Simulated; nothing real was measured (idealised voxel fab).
The process module that follows is named voxel capacitor over wiring.
Section cut is 255 nm wide and gridded with 5 nm square cells.
Format of a cross-section: grid, square cells. Given as bands. Order: top down. Band: one or more rows of cells.
For a band, the entry starts with two heights in nm, that of the top and then that of the bottom, and carries on with the band's materials in order from left to right, each alongside its width in nm; the word "full width" beside a single material means it fills the band edge to edge, and "blank" means empty space.
For the purposes of this specification, 0 denotes the height below which the wafer in its as-received condition is composed wholly of one material, and the lowermost band, lacking a lower limit, extends downward without end, as expressed in "from 0 down".
You'd read "30->40" like this: the band's top row of cells is as wide as the first number, its bottom row is as wide as the second, and going down, every row changes width by the same amount as the row before did.
What does "stayed the same" mean for a step? It means no cell of the cross-section changed in that step.
"Entrapped void list" lists enclosed empty spaces (at least 8 cells, no open path upward to the top), each as width x height at distance from the left edge, in nm.
Read whatever lies past the settings on a step's line as the simulator's own remark about the step.
overlay nm: on a step with a mask, how far right of its planned place the mask lay; negative means left.
-- Below is the list of planned process steps
1 RECEIVE (material Si)
2 CONFORMAL_DEP (material SiO2; thk nm 15)
3 DIRECTIONAL_DEP (material TiN; thk nm 5)
4 DIRECTIONAL_DEP (material Ru; thk nm 25)
5 MASKED_ETCH (tone cover; mask id METAL_1; width nm 20; pitch nm 85; etch materials Ru; depth nm 25; overlay nm 0)
6 MASKED_ETCH (tone cover; mask id METAL_1; width nm 20; pitch nm 85; etch materials TiN; depth nm 5; overlay nm 0)
7 FILL_DEP (material SiO2; thk nm 10)
8 CMP (height nm 45)
9 CONFORMAL_DEP (material SiCN; thk nm 5)
10 DIRECTIONAL_DEP (material SiO2; thk nm 20)
11 DIRECTIONAL_DEP (material aC; thk nm 10)
12 PATTERN (tone open; mask id PLUG_1; material resist; width nm 15; thk nm 30; overlay nm 0)
13 DIRECTIONAL_ETCH (etch materials aC; depth nm 10)
14 STRIP (etch materials resist)
15 DIRECTIONAL_ETCH (etch materials SiO2; depth nm 20)
16 DIRECTIONAL_ETCH (etch materials SiCN; depth nm 5)
17 STRIP (etch materials aC)
18 EPI (material Ru; thk nm 10)
19 EPI (material Ru; thk nm 10)
20 EPI (material Ru; thk nm 5)
21 DIRECTIONAL_DEP (material TiN; thk nm 5)
22 DIRECTIONAL_DEP (material HfO2; thk nm 5)
23 DIRECTIONAL_DEP (material TiN; thk nm 5)
24 MASKED_ETCH (tone cover; mask id UPPER_PLATE; width nm 70; etch materials TiN; depth nm 5; overlay nm 0)
25 MASKED_ETCH (tone cover; mask id UPPER_PLATE; width nm 70; etch materials HfO2; depth nm 5; overlay nm 0)
26 MASKED_ETCH (tone cover; mask id LOWER_PLATE; width nm 80; etch materials TiN; depth nm 5; overlay nm 0)
27 FILL_DEP (material SiO2; thk nm 15)
28 CMP (height nm 95)
29 PATTERN (tone open; mask id PLUG_2; material resist; width nm 15; thk nm 15; overlay nm 0)
30 DIRECTIONAL_ETCH (etch materials SiO2; depth nm 10)
31 STRIP (etch materials resist)
32 CONFORMAL_DEP (material TiN; thk nm 5)
33 FILL_DEP (material Ru; thk nm 10)
34 CMP (height nm 95)
35 CONFORMAL_DEP (material SiCN; thk nm 5)
-- First of the two wafers, run per plan
-- As received (post step 1): cross-section
- from 0 down | Si full width
- Entrapped void list: none
-- The following cross-section depicts the wafer upon completion of step 2
- from 15 to 0 | SiO2 full width
- Everything under 0 stays put, no change at all.
-- The following cross-section depicts the wafer upon completion of step 3
- from 20 to 15 | TiN full width
- Everything under 15 stays put, no change at all.
-- The following cross-section depicts the wafer upon completion of step 4
- from 45 to 20 | Ru full width
- Everything under 20 stays put, no change at all.
-- The following cross-section depicts the wafer upon completion of step 5
- from 45 to 20 | blank=75 / Ru=20 / blank=65 / Ru=20 / blank=75
- Everything under 20 stays put, no change at all.
-- The following cross-section depicts the wafer upon completion of step 6
- from 45 to 20 | blank=75 / Ru=20 / blank=65 / Ru=20 / blank=75
- from 20 to 15 | blank=75 / TiN=20 / blank=65 / TiN=20 / blank=75
- Everything under 15 stays put, no change at all.
-- The following cross-section depicts the wafer upon completion of step 7
- from 55 to 45 | SiO2 full width
- from 45 to 20 | SiO2=75 / Ru=20 / SiO2=65 / Ru=20 / SiO2=75
- from 20 to 15 | SiO2=75 / TiN=20 / SiO2=65 / TiN=20 / SiO2=75
- Everything under 15 stays put, no change at all.
-- The following cross-section depicts the wafer upon completion of step 8
- from 45 to 20 | SiO2=75 / Ru=20 / SiO2=65 / Ru=20 / SiO2=75
- Everything under 20 stays put, no change at all.
-- The following cross-section depicts the wafer upon completion of step 9
- from 50 to 45 | SiCN full width
- Everything under 45 stays put, no change at all.
-- The following cross-section depicts the wafer upon completion of step 10
- from 70 to 50 | SiO2 full width
- Everything under 50 stays put, no change at all.
-- The following cross-section depicts the wafer upon completion of step 11
- from 80 to 70 | aC full width
- Everything under 70 stays put, no change at all.
-- The following cross-section depicts the wafer upon completion of step 12
- from 110 to 80 | resist=80 / blank=15 / resist=160
- Everything under 80 stays put, no change at all.
-- The following cross-section depicts the wafer upon completion of step 13
- from 100 to 80 | resist=80 / blank=15 / resist=160
- from 80 to 70 | aC=80 / blank=15 / aC=160
- Everything under 70 stays put, no change at all.
-- The following cross-section depicts the wafer upon completion of step 14
- from 80 to 70 | aC=80 / blank=15 / aC=160
- Everything under 70 stays put, no change at all.
-- The following cross-section depicts the wafer upon completion of step 15
- from 80 to 70 | aC=80 / blank=15 / aC=160
- from 70 to 50 | SiO2=80 / blank=15 / SiO2=160
- Everything under 50 stays put, no change at all.
-- The following cross-section depicts the wafer upon completion of step 16
- from 80 to 70 | aC=80 / blank=15 / aC=160
- from 70 to 50 | SiO2=80 / blank=15 / SiO2=160
- from 50 to 45 | SiCN=80 / blank=15 / SiCN=160
- Everything under 45 stays put, no change at all.
-- The following cross-section depicts the wafer upon completion of step 17
- from 70 to 50 | SiO2=80 / blank=15 / SiO2=160
- Everything under 50 stays put, no change at all.
-- The following cross-section depicts the wafer upon completion of step 18
- from 70 to 55 | SiO2=80 / blank=15 / SiO2=160
- from 55 to 50 | SiO2=80 / Ru=15 / SiO2=160
- from 50 to 45 | SiCN=80 / Ru=15 / SiCN=160
- Everything under 45 stays put, no change at all.
-- The following cross-section depicts the wafer upon completion of step 19
- from 70 to 65 | SiO2=80 / blank=15 / SiO2=160
- from 65 to 50 | SiO2=80 / Ru=15 / SiO2=160
- Everything under 50 stays put, no change at all.
-- The following cross-section depicts the wafer upon completion of step 20
- from 70 to 50 | SiO2=80 / Ru=15 / SiO2=160
- Everything under 50 stays put, no change at all.
-- The following cross-section depicts the wafer upon completion of step 21
- from 75 to 70 | TiN full width
- Everything under 70 stays put, no change at all.
-- The following cross-section depicts the wafer upon completion of step 22
- from 80 to 75 | HfO2 full width
- Everything under 75 stays put, no change at all.
-- The following cross-section depicts the wafer upon completion of step 23
- from 85 to 80 | TiN full width
- Everything under 80 stays put, no change at all.
-- The following cross-section depicts the wafer upon completion of step 24
- from 85 to 80 | blank=80 / TiN=70 / blank=105
- Everything under 80 stays put, no change at all.
-- The following cross-section depicts the wafer upon completion of step 25
- from 85 to 80 | blank=80 / TiN=70 / blank=105
- from 80 to 75 | blank=80 / HfO2=70 / blank=105
- Everything under 75 stays put, no change at all.
-- The following cross-section depicts the wafer upon completion of step 26
- from 85 to 80 | blank=80 / TiN=70 / blank=105
- from 80 to 75 | blank=80 / HfO2=70 / blank=105
- from 75 to 70 | blank=75 / TiN=80 / blank=100
- Everything under 70 stays put, no change at all.
-- The following cross-section depicts the wafer upon completion of step 27
- from 100 to 85 | SiO2 full width
- from 85 to 80 | SiO2=80 / TiN=70 / SiO2=105
- from 80 to 75 | SiO2=80 / HfO2=70 / SiO2=105
- from 75 to 70 | SiO2=75 / TiN=80 / SiO2=100
- Everything under 70 stays put, no change at all.
-- The following cross-section depicts the wafer upon completion of step 28
- from 95 to 85 | SiO2 full width
- Everything under 85 stays put, no change at all.
-- The following cross-section depicts the wafer upon completion of step 29
- from 110 to 95 | resist=90 / blank=15 / resist=150
- Everything under 95 stays put, no change at all.
-- The following cross-section depicts the wafer upon completion of step 30
- from 110 to 95 | resist=90 / blank=15 / resist=150
- from 95 to 85 | SiO2=90 / blank=15 / SiO2=150
- Everything under 85 stays put, no change at all.
-- The following cross-section depicts the wafer upon completion of step 31
- from 95 to 85 | SiO2=90 / blank=15 / SiO2=150
- Everything under 85 stays put, no change at all.
-- The following cross-section depicts the wafer upon completion of step 32
- from 100 to 95 | TiN=95 / blank=5 / TiN=155
- from 95 to 90 | SiO2=90 / TiN=5 / blank=5 / TiN=5 / SiO2=150
- from 90 to 80 | SiO2=90->80 / TiN=15->70 / SiO2=150->105
- Everything under 80 stays put, no change at all.
-- The following cross-section depicts the wafer upon completion of step 33
- from 110 to 100 | Ru full width
- from 100 to 95 | TiN=95 / Ru=5 / TiN=155
- from 95 to 90 | SiO2=90 / TiN=5 / Ru=5 / TiN=5 / SiO2=150
- Everything under 90 stays put, no change at all.
-- The following cross-section depicts the wafer upon completion of step 34
- from 95 to 90 | SiO2=90 / TiN=5 / Ru=5 / TiN=5 / SiO2=150
- Everything under 90 stays put, no change at all.
-- The following cross-section depicts the wafer upon completion of step 35
- from 100 to 95 | SiCN full width
- Everything under 95 stays put, no change at all.
-- Here the second wafer is described. Its start and its plan were those of the first wafer. Its run contained one mistake. Up to and including step 1, it did exactly what the first wafer did
-- Cross-sectional representation of the second wafer at the time designated in the plan for the completion of step 2
- from 5 to 0 | SiO2 full width
- Everything under 0 stays put, no change at all.
-- Cross-sectional representation of the second wafer at the time designated in the plan for the completion of step 3
- from 10 to 5 | TiN full width
- Everything under 5 stays put, no change at all.
-- Cross-sectional representation of the second wafer at the time designated in the plan for the completion of step 4
- from 35 to 10 | Ru full width
- Everything under 10 stays put, no change at all.
-- Cross-sectional representation of the second wafer at the time designated in the plan for the completion of step 5
- from 35 to 10 | blank=75 / Ru=20 / blank=65 / Ru=20 / blank=75
- Everything under 10 stays put, no change at all.
-- Cross-sectional representation of the second wafer at the time designated in the plan for the completion of step 6
- from 35 to 10 | blank=75 / Ru=20 / blank=65 / Ru=20 / blank=75
- from 10 to 5 | blank=75 / TiN=20 / blank=65 / TiN=20 / blank=75
- Everything under 5 stays put, no change at all.
-- Cross-sectional representation of the second wafer at the time designated in the plan for the completion of step 7
- from 45 to 35 | SiO2 full width
- from 35 to 10 | SiO2=75 / Ru=20 / SiO2=65 / Ru=20 / SiO2=75
- from 10 to 5 | SiO2=75 / TiN=20 / SiO2=65 / TiN=20 / SiO2=75
- Everything under 5 stays put, no change at all.
Cross-sectional representation of the second wafer at the time designated in the plan for the completion of step 8: stayed the same
-- Cross-sectional representation of the second wafer at the time designated in the plan for the completion of step 9
- from 50 to 45 | SiCN full width
- Everything under 45 stays put, no change at all.
-- Cross-sectional representation of the second wafer at the time designated in the plan for the completion of step 10
- from 70 to 50 | SiO2 full width
- Everything under 50 stays put, no change at all.
-- Cross-sectional representation of the second wafer at the time designated in the plan for the completion of step 11
- from 80 to 70 | aC full width
- Everything under 70 stays put, no change at all.
-- Cross-sectional representation of the second wafer at the time designated in the plan for the completion of step 12
- from 110 to 80 | resist=80 / blank=15 / resist=160
- Everything under 80 stays put, no change at all.
-- Cross-sectional representation of the second wafer at the time designated in the plan for the completion of step 13
- from 100 to 80 | resist=80 / blank=15 / resist=160
- from 80 to 70 | aC=80 / blank=15 / aC=160
- Everything under 70 stays put, no change at all.
-- Cross-sectional representation of the second wafer at the time designated in the plan for the completion of step 14
- from 80 to 70 | aC=80 / blank=15 / aC=160
- Everything under 70 stays put, no change at all.
-- Cross-sectional representation of the second wafer at the time designated in the plan for the completion of step 15
- from 80 to 70 | aC=80 / blank=15 / aC=160
- from 70 to 50 | SiO2=80 / blank=15 / SiO2=160
- Everything under 50 stays put, no change at all.
-- Cross-sectional representation of the second wafer at the time designated in the plan for the completion of step 16
- from 80 to 70 | aC=80 / blank=15 / aC=160
- from 70 to 50 | SiO2=80 / blank=15 / SiO2=160
- from 50 to 45 | SiCN=80 / blank=15 / SiCN=160
- Everything under 45 stays put, no change at all.
-- Cross-sectional representation of the second wafer at the time designated in the plan for the completion of step 17
- from 70 to 50 | SiO2=80 / blank=15 / SiO2=160
- Everything under 50 stays put, no change at all.
Cross-sectional representation of the second wafer at the time designated in the plan for the completion of step 18: stayed the same
Cross-sectional representation of the second wafer at the time designated in the plan for the completion of step 19: stayed the same
Cross-sectional representation of the second wafer at the time designated in the plan for the completion of step 20: stayed the same
-- Cross-sectional representation of the second wafer at the time designated in the plan for the completion of step 21
- from 75 to 70 | TiN=80 / blank=15 / TiN=160
- from 70 to 50 | SiO2=80 / blank=15 / SiO2=160
- from 50 to 45 | SiCN=80 / TiN=15 / SiCN=160
- Everything under 45 stays put, no change at all.
-- Cross-sectional representation of the second wafer at the time designated in the plan for the completion of step 22
- from 80 to 75 | HfO2=80 / blank=15 / HfO2=160
- from 75 to 70 | TiN=80 / blank=15 / TiN=160
- from 70 to 55 | SiO2=80 / blank=15 / SiO2=160
- from 55 to 50 | SiO2=80 / HfO2=15 / SiO2=160
- Everything under 50 stays put, no change at all.
-- Cross-sectional representation of the second wafer at the time designated in the plan for the completion of step 23
- from 85 to 80 | TiN=80 / blank=15 / TiN=160
- from 80 to 75 | HfO2=80 / blank=15 / HfO2=160
- from 75 to 70 | TiN=80 / blank=15 / TiN=160
- from 70 to 60 | SiO2=80 / blank=15 / SiO2=160
- from 60 to 55 | SiO2=80 / TiN=15 / SiO2=160
- Everything under 55 stays put, no change at all.
-- Cross-sectional representation of the second wafer at the time designated in the plan for the completion of step 24
- from 85 to 80 | blank=95 / TiN=55 / blank=105
- Everything under 80 stays put, no change at all.
-- Cross-sectional representation of the second wafer at the time designated in the plan for the completion of step 25
- from 85 to 80 | blank=95 / TiN=55 / blank=105
- from 80 to 75 | blank=95 / HfO2=55 / blank=105
- Everything under 75 stays put, no change at all.
-- Cross-sectional representation of the second wafer at the time designated in the plan for the completion of step 26
- from 85 to 80 | blank=95 / TiN=55 / blank=105
- from 80 to 75 | blank=95 / HfO2=55 / blank=105
- from 75 to 70 | blank=75 / TiN=5 / blank=15 / TiN=60 / blank=100
- Everything under 70 stays put, no change at all.
-- Cross-sectional representation of the second wafer at the time designated in the plan for the completion of step 27
- from 100 to 85 | SiO2 full width
- from 85 to 80 | SiO2=95 / TiN=55 / SiO2=105
- from 80 to 75 | SiO2=95 / HfO2=55 / SiO2=105
- from 75 to 70 | SiO2=75 / TiN=5 / SiO2=15 / TiN=60 / SiO2=100
- from 70 to 60 | SiO2 full width
- Everything under 60 stays put, no change at all.
-- Cross-sectional representation of the second wafer at the time designated in the plan for the completion of step 28
- from 95 to 85 | SiO2 full width
- Everything under 85 stays put, no change at all.
-- Cross-sectional representation of the second wafer at the time designated in the plan for the completion of step 29
- from 110 to 95 | resist=90 / blank=15 / resist=150
- Everything under 95 stays put, no change at all.
-- Cross-sectional representation of the second wafer at the time designated in the plan for the completion of step 30
- from 110 to 95 | resist=90 / blank=15 / resist=150
- from 95 to 85 | SiO2=90 / blank=15 / SiO2=150
- Everything under 85 stays put, no change at all.
-- Cross-sectional representation of the second wafer at the time designated in the plan for the completion of step 31
- from 95 to 85 | SiO2=90 / blank=15 / SiO2=150
- Everything under 85 stays put, no change at all.
-- Cross-sectional representation of the second wafer at the time designated in the plan for the completion of step 32
- from 100 to 95 | TiN=95 / blank=5 / TiN=155
- from 95 to 90 | SiO2=90 / TiN=5 / blank=5 / TiN=5 / SiO2=150
- from 90 to 80 | SiO2=90->95 / TiN=15->55 / SiO2=150->105
- Everything under 80 stays put, no change at all.
-- Cross-sectional representation of the second wafer at the time designated in the plan for the completion of step 33
- from 110 to 100 | Ru full width
- from 100 to 95 | TiN=95 / Ru=5 / TiN=155
- from 95 to 90 | SiO2=90 / TiN=5 / Ru=5 / TiN=5 / SiO2=150
- Everything under 90 stays put, no change at all.
-- Cross-sectional representation of the second wafer at the time designated in the plan for the completion of step 34
- from 95 to 90 | SiO2=90 / TiN=5 / Ru=5 / TiN=5 / SiO2=150
- Everything under 90 stays put, no change at all.
-- Cross-sectional representation of the second wafer at the time designated in the plan for the completion of step 35
- from 100 to 95 | SiCN full width
- Everything under 95 stays put, no change at all.
Deviation noted in wafer processing: step 2 did not use the planned setting and instead ran as CONFORMAL_DEP (material SiO2; thk nm 5)
The closing comparison, in cells, has the second wafer with more or fewer of some materials than the first: 15 fewer of Ru; 15 more of SiO2
